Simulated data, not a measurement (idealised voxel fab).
The following is a process module called voxel gate over fins.
It is cross-section cut that appears here, measuring 210 nm in width, its square cells being 5 nm in size.
The cross-sections in this document take the form of a grid made of square cells. They are written out as bands, in order from top to bottom. Each band consists of one or more rows of cells.
Each band's line starts with the height of the band's top and of its bottom, in nm. Then come its materials from left to right, each with its width in nm. One material with "all across" fills the band from edge to edge. "empty" is empty space.
Height is counted from the level 0, under which the received wafer is composed throughout of one material. The lowest of the bands is not closed at the bottom but continues downward, in the notation "from 0 down".
A two-number width, for instance "30 to 40", indicates that the width is equal to the first number in the top row of the band and to the second number in the bottom row, and that it changes by a constant amount per row of cells.
Take "no change" at face value: in the step it is given for, the cross-section changed in none of its cells.
Listed in "Closed-off voids": every empty space of 8 or more cells without an open way to the top. Form: width x height at distance, the distance being from the left edge, all in nm.
Post-settings text on a step line: simulator's own remark regarding the step.
Each step line may optionally specify "overlay nm", which for a step with a mask gives the rightward distance between the mask's planned place and where it lay, a negative value indicating the leftward direction.
Process steps foreseen in the plan:
step 1: RECEIVE, material Si
step 2: CONFORMAL_DEP, material SiN, thk nm 10
step 3: DIRECTIONAL_DEP, material aC, thk nm 10
step 4: PATTERN, tone cover, mask id FINS, material resist, width nm 15, pitch nm 55, thk nm 30, overlay nm 0
step 5: DIRECTIONAL_ETCH, etch materials aC, depth nm 10
step 6: STRIP, etch materials resist
step 7: DIRECTIONAL_ETCH, etch materials SiN, depth nm 10
step 8: DIRECTIONAL_ETCH, etch materials Si, depth nm 35
step 9: STRIP, etch materials aC
step 10: FILL_DEP, material SiO2, thk nm 15
step 11: CMP, height nm 10
step 12: DIRECTIONAL_DEP, material aC, thk nm 10
step 13: PATTERN, tone open, mask id RAIL, material resist, width nm 15, thk nm 25, overlay nm 0
step 14: DIRECTIONAL_ETCH, etch materials aC, depth nm 10
step 15: STRIP, etch materials resist
step 16: DIRECTIONAL_ETCH, etch materials SiO2, depth nm 40
step 17: STRIP, etch materials aC
step 18: CONFORMAL_DEP, material TiN, thk nm 5
step 19: FILL_DEP, material W, thk nm 10
step 20: CMP, height nm 10
step 21: SELECTIVE_ETCH, etch materials W Ru TiN, depth nm 30
step 22: FILL_DEP, material SiO2, thk nm 5
step 23: CMP, height nm 10
step 24: SELECTIVE_ETCH, etch materials SiO2, depth nm 20
step 25: STRIP, etch materials SiN
step 26: CONFORMAL_DEP, material HfO2, thk nm 5
step 27: CONFORMAL_DEP, material TiN, thk nm 5
step 28: CONFORMAL_DEP, material TiAl, thk nm 5
step 29: CONFORMAL_DEP, material TiN, thk nm 5
step 30: FILL_DEP, material W, thk nm 15
step 31: CMP, height nm 30
step 32: CONFORMAL_DEP, material SiCN, thk nm 10
On the first of the two wafers: run conducted according to plan:
As-received wafer cross-section (after step 1):
  from 0 down = Si all across
  Closed-off voids: none
The following cross-section depicts the wafer upon completion of step 2:
  from 10 to 0 = SiN all across
  Below 0, no change.
The following cross-section depicts the wafer upon completion of step 3:
  from 20 to 10 = aC all across
  Below 10, no change.
The following cross-section depicts the wafer upon completion of step 4:
  from 50 to 20 = 40 of empty, then 15 of resist, then 40 of empty, then 15 of resist, then 40 of empty, then 15 of resist, then 45 of empty
  Below 20, no change.
The following cross-section depicts the wafer upon completion of step 5:
  from 40 to 20 = 40 of empty, then 15 of resist, then 40 of empty, then 15 of resist, then 40 of empty, then 15 of resist, then 45 of empty
  from 20 to 10 = 40 of empty, then 15 of aC, then 40 of empty, then 15 of aC, then 40 of empty, then 15 of aC, then 45 of empty
  Below 10, no change.
The following cross-section depicts the wafer upon completion of step 6:
  from 20 to 10 = 40 of empty, then 15 of aC, then 40 of empty, then 15 of aC, then 40 of empty, then 15 of aC, then 45 of empty
  Below 10, no change.
The following cross-section depicts the wafer upon completion of step 7:
  from 20 to 10 = 40 of empty, then 15 of aC, then 40 of empty, then 15 of aC, then 40 of empty, then 15 of aC, then 45 of empty
  from 10 to 0 = 40 of empty, then 15 of SiN, then 40 of empty, then 15 of SiN, then 40 of empty, then 15 of SiN, then 45 of empty
  Below 0, no change.
The following cross-section depicts the wafer upon completion of step 8:
  from 20 to 10 = 40 of empty, then 15 of aC, then 40 of empty, then 15 of aC, then 40 of empty, then 15 of aC, then 45 of empty
  from 10 to 0 = 40 of empty, then 15 of SiN, then 40 of empty, then 15 of SiN, then 40 of empty, then 15 of SiN, then 45 of empty
  from 0 to -35 = 40 of empty, then 15 of Si, then 40 of empty, then 15 of Si, then 40 of empty, then 15 of Si, then 45 of empty
  Below -35, no change.
The following cross-section depicts the wafer upon completion of step 9:
  from 10 to 0 = 40 of empty, then 15 of SiN, then 40 of empty, then 15 of SiN, then 40 of empty, then 15 of SiN, then 45 of empty
  Below 0, no change.
The following cross-section depicts the wafer upon completion of step 10:
  from 25 to 10 = SiO2 all across
  from 10 to 0 = 40 of SiO2, then 15 of SiN, then 40 of SiO2, then 15 of SiN, then 40 of SiO2, then 15 of SiN, then 45 of SiO2
  from 0 to -35 = 40 of SiO2, then 15 of Si, then 40 of SiO2, then 15 of Si, then 40 of SiO2, then 15 of Si, then 45 of SiO2
  Below -35, no change.
The following cross-section depicts the wafer upon completion of step 11:
  from 10 to 0 = 40 of SiO2, then 15 of SiN, then 40 of SiO2, then 15 of SiN, then 40 of SiO2, then 15 of SiN, then 45 of SiO2
  Below 0, no change.
The following cross-section depicts the wafer upon completion of step 12:
  from 20 to 10 = aC all across
  Below 10, no change.
The following cross-section depicts the wafer upon completion of step 13:
  from 45 to 20 = 65 of resist, then 15 of empty, then 130 of resist
  Below 20, no change.
The following cross-section depicts the wafer upon completion of step 14:
  from 35 to 20 = 65 of resist, then 15 of empty, then 130 of resist
  from 20 to 10 = 65 of aC, then 15 of empty, then 130 of aC
  Below 10, no change.
The following cross-section depicts the wafer upon completion of step 15:
  from 20 to 10 = 65 of aC, then 15 of empty, then 130 of aC
  Below 10, no change.
The following cross-section depicts the wafer upon completion of step 16:
  from 20 to 10 = 65 of aC, then 15 of empty, then 130 of aC
  from 10 to 0 = 40 of SiO2, then 15 of SiN, then 10 of SiO2, then 15 of empty, then 15 of SiO2, then 15 of SiN, then 40 of SiO2, then 15 of SiN, then 45 of SiO2
  from 0 to -30 = 40 of SiO2, then 15 of Si, then 10 of SiO2, then 15 of empty, then 15 of SiO2, then 15 of Si, then 40 of SiO2, then 15 of Si, then 45 of SiO2
  Below -30, no change.
The following cross-section depicts the wafer upon completion of step 17:
  from 10 to 0 = 40 of SiO2, then 15 of SiN, then 10 of SiO2, then 15 of empty, then 15 of SiO2, then 15 of SiN, then 40 of SiO2, then 15 of SiN, then 45 of SiO2
  Below 0, no change.
The following cross-section depicts the wafer upon completion of step 18:
  from 15 to 10 = 70 of TiN, then 5 of empty, then 135 of TiN
  from 10 to 0 = 40 of SiO2, then 15 of SiN, then 10 of SiO2, then 5 of TiN, then 5 of empty, then 5 of TiN, then 15 of SiO2, then 15 of SiN, then 40 of SiO2, then 15 of SiN, then 45 of SiO2
  from 0 to -25 = 40 of SiO2, then 15 of Si, then 10 of SiO2, then 5 of TiN, then 5 of empty, then 5 of TiN, then 15 of SiO2, then 15 of Si, then 40 of SiO2, then 15 of Si, then 45 of SiO2
  from -25 to -30 = 40 of SiO2, then 15 of Si, then 10 of SiO2, then 15 of TiN, then 15 of SiO2, then 15 of Si, then 40 of SiO2, then 15 of Si, then 45 of SiO2
  Below -30, no change.
The following cross-section depicts the wafer upon completion of step 19:
  from 25 to 15 = W all across
  from 15 to 10 = 70 of TiN, then 5 of W, then 135 of TiN
  from 10 to 0 = 40 of SiO2, then 15 of SiN, then 10 of SiO2, then 5 of TiN, then 5 of W, then 5 of TiN, then 15 of SiO2, then 15 of SiN, then 40 of SiO2, then 15 of SiN, then 45 of SiO2
  from 0 to -25 = 40 of SiO2, then 15 of Si, then 10 of SiO2, then 5 of TiN, then 5 of W, then 5 of TiN, then 15 of SiO2, then 15 of Si, then 40 of SiO2, then 15 of Si, then 45 of SiO2
  Below -25, no change.
The following cross-section depicts the wafer upon completion of step 20:
  from 10 to 0 = 40 of SiO2, then 15 of SiN, then 10 of SiO2, then 5 of TiN, then 5 of W, then 5 of TiN, then 15 of SiO2, then 15 of SiN, then 40 of SiO2, then 15 of SiN, then 45 of SiO2
  Below 0, no change.
The following cross-section depicts the wafer upon completion of step 21:
  from 10 to 0 = 40 of SiO2, then 15 of SiN, then 10 of SiO2, then 15 of empty, then 15 of SiO2, then 15 of SiN, then 40 of SiO2, then 15 of SiN, then 45 of SiO2
  from 0 to -20 = 40 of SiO2, then 15 of Si, then 10 of SiO2, then 15 of empty, then 15 of SiO2, then 15 of Si, then 40 of SiO2, then 15 of Si, then 45 of SiO2
  Below -20, no change.
The following cross-section depicts the wafer upon completion of step 22:
  from 15 to 10 = SiO2 all across
  from 10 to 0 = 40 of SiO2, then 15 of SiN, then 40 of SiO2, then 15 of SiN, then 40 of SiO2, then 15 of SiN, then 45 of SiO2
  from 0 to -20 = 40 of SiO2, then 15 of Si, then 40 of SiO2, then 15 of Si, then 40 of SiO2, then 15 of Si, then 45 of SiO2
  Below -20, no change.
The following cross-section depicts the wafer upon completion of step 23:
  from 10 to 0 = 40 of SiO2, then 15 of SiN, then 40 of SiO2, then 15 of SiN, then 40 of SiO2, then 15 of SiN, then 45 of SiO2
  Below 0, no change.
The following cross-section depicts the wafer upon completion of step 24:
  from 10 to 0 = 40 of empty, then 15 of SiN, then 40 of empty, then 15 of SiN, then 40 of empty, then 15 of SiN, then 45 of empty
  from 0 to -10 = 40 of empty, then 15 of Si, then 40 of empty, then 15 of Si, then 40 of empty, then 15 of Si, then 45 of empty
  Below -10, no change.
The following cross-section depicts the wafer upon completion of step 25:
  from 0 to -10 = 40 of empty, then 15 of Si, then 40 of empty, then 15 of Si, then 40 of empty, then 15 of Si, then 45 of empty
  Below -10, no change.
The following cross-section depicts the wafer upon completion of step 26:
  from 5 to 0 = 35 of empty, then 25 of HfO2, then 30 of empty, then 25 of HfO2, then 30 of empty, then 25 of HfO2, then 40 of empty
  from 0 to -5 = 35 of empty, then 5 of HfO2, then 15 of Si, then 5 of HfO2, then 30 of empty, then 5 of HfO2, then 15 of Si, then 5 of HfO2, then 30 of empty, then 5 of HfO2, then 15 of Si, then 5 of HfO2, then 40 of empty
  from -5 to -10 = 40 of HfO2, then 15 of Si, then 40 of HfO2, then 15 of Si, then 40 of HfO2, then 15 of Si, then 45 of HfO2
  Below -10, no change.
The following cross-section depicts the wafer upon completion of step 27:
  from 10 to 5 = 30 of empty, then 35 of TiN, then 20 of empty, then 35 of TiN, then 20 of empty, then 35 of TiN, then 35 of empty
  from 5 to 0 = 30 of empty, then 5 of TiN, then 25 of HfO2, then 5 of TiN, then 20 of empty, then 5 of TiN, then 25 of HfO2, then 5 of TiN, then 20 of empty, then 5 of TiN, then 25 of HfO2, then 5 of TiN, then 35 of empty
  from 0 to -5 = 35 of TiN, then 5 of HfO2, then 15 of Si, then 5 of HfO2, then 30 of TiN, then 5 of HfO2, then 15 of Si, then 5 of HfO2, then 30 of TiN, then 5 of HfO2, then 15 of Si, then 5 of HfO2, then 40 of TiN
  Below -5, no change.
The following cross-section depicts the wafer upon completion of step 28:
  from 15 to 10 = 25 of empty, then 45 of TiAl, then 10 of empty, then 45 of TiAl, then 10 of empty, then 45 of TiAl, then 30 of empty
  from 10 to 5 = 25 of empty, then 5 of TiAl, then 35 of TiN, then 5 of TiAl, then 10 of empty, then 5 of TiAl, then 35 of TiN, then 5 of TiAl, then 10 of empty, then 5 of TiAl, then 35 of TiN, then 5 of TiAl, then 30 of empty
  from 5 to 0 = 30 of TiAl, then 5 of TiN, then 25 of HfO2, then 5 of TiN, then 20 of TiAl, then 5 of TiN, then 25 of HfO2, then 5 of TiN, then 20 of TiAl, then 5 of TiN, then 25 of HfO2, then 5 of TiN, then 35 of TiAl
  Below 0, no change.
The following cross-section depicts the wafer upon completion of step 29:
  from 20 to 15 = 20 of empty, then 165 of TiN, then 25 of empty
  from 15 to 10 = 20 of empty, then 5 of TiN, then 45 of TiAl, then 10 of TiN, then 45 of TiAl, then 10 of TiN, then 45 of TiAl, then 5 of TiN, then 25 of empty
  from 10 to 5 = 25 of TiN, then 5 of TiAl, then 35 of TiN, then 5 of TiAl, then 10 of TiN, then 5 of TiAl, then 35 of TiN, then 5 of TiAl, then 10 of TiN, then 5 of TiAl, then 35 of TiN, then 5 of TiAl, then 30 of TiN
  Below 5, no change.
The following cross-section depicts the wafer upon completion of step 30:
  from 35 to 20 = W all across
  from 20 to 15 = 20 of W, then 165 of TiN, then 25 of W
  from 15 to 10 = 20 of W, then 5 of TiN, then 45 of TiAl, then 10 of TiN, then 45 of TiAl, then 10 of TiN, then 45 of TiAl, then 5 of TiN, then 25 of W
  Below 10, no change.
The following cross-section depicts the wafer upon completion of step 31:
  from 30 to 20 = W all across
  Below 20, no change.
The following cross-section depicts the wafer upon completion of step 32:
  from 40 to 30 = SiCN all across
  Below 30, no change.
Second wafer, same starting state and plan as the first, one mistake in the run, identical through step 29:
Second wafer: cross-section at the scheduled end of step 30:
  from 35 to 20 = Ru all across
  from 20 to 15 = 20 of Ru, then 165 of TiN, then 25 of Ru
  from 15 to 10 = 20 of Ru, then 5 of TiN, then 45 of TiAl, then 10 of TiN, then 45 of TiAl, then 10 of TiN, then 45 of TiAl, then 5 of TiN, then 25 of Ru
  Below 10, no change.
Second wafer: cross-section at the scheduled end of step 31:
  from 30 to 20 = Ru all across
  Below 20, no change.
Second wafer: cross-section at the scheduled end of step 32:
  from 40 to 30 = SiCN all across
  Below 30, no change.
Deviation noted in wafer processing: it should be noted that step 30 was executed with settings other than those planned, the operation and settings actually applied being FILL_DEP, material Ru, thk nm 15
At the finish, the second wafer shows more or fewer cells for some materials than the first does: +102 Ru | -102 W
